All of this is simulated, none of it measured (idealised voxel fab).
Documented hereafter: the process module known as voxel ribs on slabs.
Displayed cross-section: cut, width of 150 nm, square cells sized 5 nm.
Cross-section spec: square-cell grid; bands listed top down; each band is one or more rows. Band: top height; bottom height; in nm. Then, left to right: material with width in nm, for each material. "all across": a single material spanning edge to edge. "air": empty space. Height 0 is the level under which the wafer as received is all one material. The lowest band goes on downwards, as in "0 and below". Per-row width for "30->40": begins at first number (top row of band), ends at second number (bottom row), increment between rows held constant. Step marked "no alteration"? Then no cell in the cross-section changed in it. Heads up: "Voids, enclosed" only lists the empty pockets with no open path to the top that are 8 cells or more, and it writes them as width x height at distance, distance from the left edge, in nm. Formally, on a step line, whatever follows the settings is a remark that the simulator itself makes on the step. The line of a step may include "overlay nm". On a step with a mask, this value is how far to the right of its planned place the mask lay. A negative value means the mask lay to the left.

Steps planned for the process:
| 1 | RECEIVE: material Si |
| 2 | DIRECTIONAL_DEP: material SiO2, thk nm 25 |
| 3 | DIRECTIONAL_DEP: material polySi, thk nm 15 |
| 4 | DIRECTIONAL_DEP: material aC, thk nm 10 |
| 5 | PATTERN: tone cover, mask id RIB, material resist, width nm 15, thk nm 25, overlay nm -15 |
| 6 | DIRECTIONAL_ETCH: etch materials aC, depth nm 10 |
| 7 | STRIP: etch materials resist |
| 8 | DIRECTIONAL_ETCH: etch materials polySi, depth nm 10 |
| 9 | STRIP: etch materials aC |
| 10 | DIRECTIONAL_DEP: material aC, thk nm 15 |
| 11 | PATTERN: tone cover, mask id SLAB, material resist, width nm 55, thk nm 35, overlay nm 0 |
| 12 | DIRECTIONAL_ETCH: etch materials aC, depth nm 15 |
| 13 | STRIP: etch materials resist |
| 14 | DIRECTIONAL_ETCH: etch materials polySi, depth nm 5 |
| 15 | STRIP: etch materials aC |
| 16 | FILL_DEP: material SiO2, thk nm 15 |
| 17 | CMP: height nm 50 |
| 18 | DIRECTIONAL_DEP: material TiN, thk nm 10 |
| 19 | DIRECTIONAL_DEP: material aC, thk nm 15 |
| 20 | PATTERN: tone cover, mask id HEATER, material resist, width nm 25, thk nm 35, overlay nm 0 |
| 21 | DIRECTIONAL_ETCH: etch materials aC, depth nm 15 |
| 22 | STRIP: etch materials resist |
| 23 | DIRECTIONAL_ETCH: etch materials TiN, depth nm 10 |
| 24 | STRIP: etch materials aC |
| 25 | CONFORMAL_DEP: material SiN, thk nm 5 |
Wafers differ in overlay nm at step 5; plan lists the first wafer's value; identical starting state.

The first of several wafers as received, shown in cross-section; this is its state after step 1:
	0 and below: Si all across
	Voids, enclosed: none

Table: wafers, a row each; end-of-module cell change per material since receipt, gain (+), loss (-); then closed voids:
overlay nm -15; +34 SiN; +283 SiO2; +10 TiN; +17 polySi; Voids, enclosed: none
overlay nm -10; +34 SiN; +283 SiO2; +10 TiN; +17 polySi; Voids, enclosed: none
overlay nm -5; +34 SiN; +283 SiO2; +10 TiN; +17 polySi; Voids, enclosed: none
overlay nm 0; +34 SiN; +283 SiO2; +10 TiN; +17 polySi; Voids, enclosed: none
overlay nm 5; +34 SiN; +283 SiO2; +10 TiN; +17 polySi; Voids, enclosed: none
overlay nm 10; +34 SiN; +283 SiO2; +10 TiN; +17 polySi; Voids, enclosed: none
overlay nm 15; +34 SiN; +283 SiO2; +10 TiN; +17 polySi; Voids, enclosed: none
